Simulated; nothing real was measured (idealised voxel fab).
This section sets out a process module, namely voxel wiring stack.
FYI the section here is cut, 210 nm wide, cells are 5 nm squares.
The cross-sections in this document take the form of a grid made of square cells. They are written out as bands, in order from top to bottom. Each band consists of one or more rows of cells. Top height, bottom height, nm. Materials left to right, width each, nm. Single material + "everywhere" = fills band edge to edge. "blank" = empty. We count height from 0. Below that, the starting wafer is all one material. The lowest band never ends at the bottom but goes on down; see "0 down" for how that is written. Quick explanation for "30->40": the width changes in equal steps down the rows of cells, from the first number in the band's top row to the second number in its bottom row. Take "same as before" at face value: in the step it is given for, the cross-section changed in none of its cells. Look at "Closed internal voids" for the closed voids: empty spaces with no open path to the top, sized 8 cells or up. Each is width x height at distance, distance from the left edge, all nm. If you see something after the settings on a step's line, that's the simulator's own remark about that step. For masked steps, "overlay nm" on the step line gives how far right of plan the mask actually lay; a minus sign means it lay to the left.
Steps in the process plan:
1. RECEIVE: material Si
2. CONFORMAL_DEP: material SiO2, thk nm 10
3. CONFORMAL_DEP: material SiCN, thk nm 5
4. DIRECTIONAL_DEP: material SiO2, thk nm 25
5. PATTERN: tone open, mask id METAL_1, material resist, width nm 30, pitch nm 60, thk nm 20, overlay nm 0
6. DIRECTIONAL_ETCH: etch materials SiO2, depth nm 25
7. DIRECTIONAL_ETCH: etch materials SiCN, depth nm 5
8. STRIP: etch materials resist
9. CONFORMAL_DEP: material TiN, thk nm 5
10. FILL_DEP: material Cu, thk nm 5
11. CMP: height nm 40
12. CONFORMAL_DEP: material SiCN, thk nm 5
13. DIRECTIONAL_DEP: material lowk, thk nm 25
14. PATTERN: tone open, mask id METAL_2_HOLES, material resist, width nm 15, pitch nm 60, thk nm 20, overlay nm 0
15. DIRECTIONAL_ETCH: etch materials lowk, depth nm 25
16. STRIP: etch materials resist
17. PATTERN: tone open, mask id METAL_2, material resist, width nm 30, pitch nm 60, thk nm 20, overlay nm 0
18. DIRECTIONAL_ETCH: etch materials lowk, depth nm 15
19. DIRECTIONAL_ETCH: etch materials SiCN, depth nm 5
20. STRIP: etch materials resist
21. CONFORMAL_DEP: material TiN, thk nm 5
22. FILL_DEP: material Ru, thk nm 10
23. CMP: height nm 70
24. CONFORMAL_DEP: material SiCN, thk nm 5
25. DIRECTIONAL_DEP: material SiO2, thk nm 15
26. PATTERN: tone open, mask id PLUG_2, material resist, width nm 15, thk nm 15, overlay nm 0
27. DIRECTIONAL_ETCH: etch materials SiO2, depth nm 15
28. DIRECTIONAL_ETCH: etch materials SiCN, depth nm 5
29. STRIP: etch materials resist
30. EPI: material Ru, thk nm 10
31. EPI: material Ru, thk nm 10
32. DIRECTIONAL_DEP: material TiN, thk nm 5
33. DIRECTIONAL_DEP: material Ru, thk nm 20
34. PATTERN: tone cover, mask id METAL_3, material resist, width nm 30, pitch nm 60, thk nm 20, overlay nm 0
35. DIRECTIONAL_ETCH: etch materials Ru, depth nm 20
36. DIRECTIONAL_ETCH: etch materials TiN, depth nm 5
37. STRIP: etch materials resist
38. CONFORMAL_DEP: material SiCN, thk nm 5
39. FILL_DEP: material SiO2, thk nm 10
40. CMP: height nm 115
41. CONFORMAL_DEP: material SiCN, thk nm 5
42. DIRECTIONAL_DEP: material SiO2, thk nm 30
43. PATTERN: tone open, mask id METAL_4_HOLES, material resist, width nm 15, pitch nm 60, thk nm 15, overlay nm 0
44. DIRECTIONAL_ETCH: etch materials SiO2, depth nm 30
45. STRIP: etch materials resist
46. MASKED_ETCH: tone open, mask id METAL_4, width nm 30, pitch nm 60, etch materials SiO2, depth nm 15, overlay nm 0
47. MASKED_ETCH: tone open, mask id METAL_4, width nm 30, pitch nm 60, etch materials SiCN, depth nm 5, overlay nm 0
48. CONFORMAL_DEP: material TiN, thk nm 5
49. FILL_DEP: material Cu, thk nm 10
50. CMP: height nm 150
51. CONFORMAL_DEP: material SiCN, thk nm 5
Cross-sectional view of the wafer in its as-received condition, corresponding to the state after step 1:
- 0 down = Si everywhere
- Closed internal voids: none
Cross-section taken at module completion on the first of two wafers; processed per the plan:
- 155 to 150 = SiCN everywhere
- 150 to 140 = SiO2 60 nm / TiN 5 nm / Cu 20 nm / TiN 5 nm / SiO2 30 nm / TiN 5 nm / Cu 20 nm / TiN 5 nm / SiO2 60 nm
- 140 to 135 = SiO2 60 nm / TiN 5 nm / Cu 5 nm / TiN 20 nm / SiO2 30 nm / TiN 5 nm / Cu 5 nm / TiN 20 nm / SiO2 60 nm
- 135 to 120 = SiO2 60 nm / TiN 5 nm / Cu 5 nm / TiN 5 nm / SiO2 45 nm / TiN 5 nm / Cu 5 nm / TiN 5 nm / SiO2 75 nm
- 120 to 115 = SiCN 60 nm / TiN 15 nm / SiCN 45 nm / TiN 15 nm / SiCN 75 nm
- 115 to 95 = SiO2 55 nm / SiCN 5 nm / Ru 30 nm / SiCN 5 nm / SiO2 20 nm / SiCN 5 nm / Ru 30 nm / SiCN 5 nm / SiO2 55 nm
- 95 to 90 = SiCN 60 nm / TiN 30 nm / SiCN 30 nm / TiN 30 nm / SiCN 60 nm
- 90 to 75 = SiO2 60 nm / Ru 15 nm / SiO2 135 nm
- 75 to 70 = SiCN 60 nm / Ru 15 nm / SiCN 135 nm
- 70 to 60 = lowk 60 nm / TiN 5 nm / Ru 20 nm / TiN 5 nm / lowk 30 nm / TiN 5 nm / Ru 20 nm / TiN 5 nm / lowk 60 nm
- 60 to 55 = lowk 60 nm / TiN 5 nm / Ru 5 nm / TiN 20 nm / lowk 30 nm / TiN 5 nm / Ru 5 nm / TiN 20 nm / lowk 60 nm
- 55 to 45 = lowk 60 nm / TiN 5 nm / Ru 5 nm / TiN 5 nm / lowk 45 nm / TiN 5 nm / Ru 5 nm / TiN 5 nm / lowk 75 nm
- 45 to 40 = SiCN 60 nm / TiN 15 nm / SiCN 45 nm / TiN 15 nm / SiCN 75 nm
- 40 to 15 = SiO2 60 nm / TiN 5 nm / Cu 20 nm / TiN 5 nm / SiO2 30 nm / TiN 5 nm / Cu 20 nm / TiN 5 nm / SiO2 60 nm
- 15 to 10 = SiCN 60 nm / TiN 30 nm / SiCN 30 nm / TiN 30 nm / SiCN 60 nm
- 10 to 0 = SiO2 everywhere
- 0 down = Si everywhere
- Closed internal voids: none
Wafer two cross-section, module end. Start and plan unchanged from wafer one; one mistake made during the run:
- 155 to 150 = SiCN everywhere
- 150 to 140 = SiO2 60 nm / TiN 5 nm / Cu 20 nm / TiN 5 nm / SiO2 30 nm / TiN 5 nm / Cu 20 nm / TiN 5 nm / SiO2 60 nm
- 140 to 135 = SiO2 60 nm / TiN 5 nm / Cu 5 nm / TiN 20 nm / SiO2 30 nm / TiN 5 nm / Cu 5 nm / TiN 20 nm / SiO2 60 nm
- 135 to 120 = SiO2 60 nm / TiN 5 nm / Cu 5 nm / TiN 5 nm / SiO2 45 nm / TiN 5 nm / Cu 5 nm / TiN 5 nm / SiO2 75 nm
- 120 to 115 = SiCN 60 nm / TiN 15 nm / SiCN 45 nm / TiN 15 nm / SiCN 75 nm
- 115 to 105 = SiO2 70->55 nm / SiCN 5->20 nm / Ru 15 nm / SiCN 5 nm / SiO2 20 nm / SiCN 5 nm / Ru 30 nm / SiCN 5 nm / SiO2 55 nm
- 105 to 95 = SiO2 55 nm / SiCN 5 nm / Ru 30 nm / SiCN 5 nm / SiO2 20 nm / SiCN 5 nm / Ru 30 nm / SiCN 5 nm / SiO2 55 nm
- 95 to 90 = SiCN 60 nm / Ru 15 nm / TiN 15 nm / SiCN 30 nm / TiN 30 nm / SiCN 60 nm
- 90 to 85 = SiO2 60 nm / Ru 15 nm / SiO2 135 nm
- 85 to 80 = SiO2 60 nm / TiN 15 nm / SiO2 135 nm
- 80 to 75 = SiO2 60 nm / Ru 15 nm / SiO2 135 nm
- 75 to 70 = SiCN 60 nm / Ru 15 nm / SiCN 135 nm
- 70 to 60 = lowk 60 nm / TiN 5 nm / Ru 20 nm / TiN 5 nm / lowk 30 nm / TiN 5 nm / Ru 20 nm / TiN 5 nm / lowk 60 nm
- 60 to 55 = lowk 60 nm / TiN 5 nm / Ru 5 nm / TiN 20 nm / lowk 30 nm / TiN 5 nm / Ru 5 nm / TiN 20 nm / lowk 60 nm
- 55 to 45 = lowk 60 nm / TiN 5 nm / Ru 5 nm / TiN 5 nm / lowk 45 nm / TiN 5 nm / Ru 5 nm / TiN 5 nm / lowk 75 nm
- 45 to 40 = SiCN 60 nm / TiN 15 nm / SiCN 45 nm / TiN 15 nm / SiCN 75 nm
- 40 to 15 = SiO2 60 nm / TiN 5 nm / Cu 20 nm / TiN 5 nm / SiO2 30 nm / TiN 5 nm / Cu 20 nm / TiN 5 nm / SiO2 60 nm
- 15 to 10 = SiCN 60 nm / TiN 30 nm / SiCN 30 nm / TiN 30 nm / SiCN 60 nm
- 10 to 0 = SiO2 everywhere
- 0 down = Si everywhere
- Closed internal voids: none
Finding, execution versus plan: one of the steps 30 and 31, which are indistinguishable from one another, was omitted, and the omitted step cannot be identified
at the end the second wafer has, in cells: 6 fewer of Ru, 3 more of SiCN, 3 more of SiO2
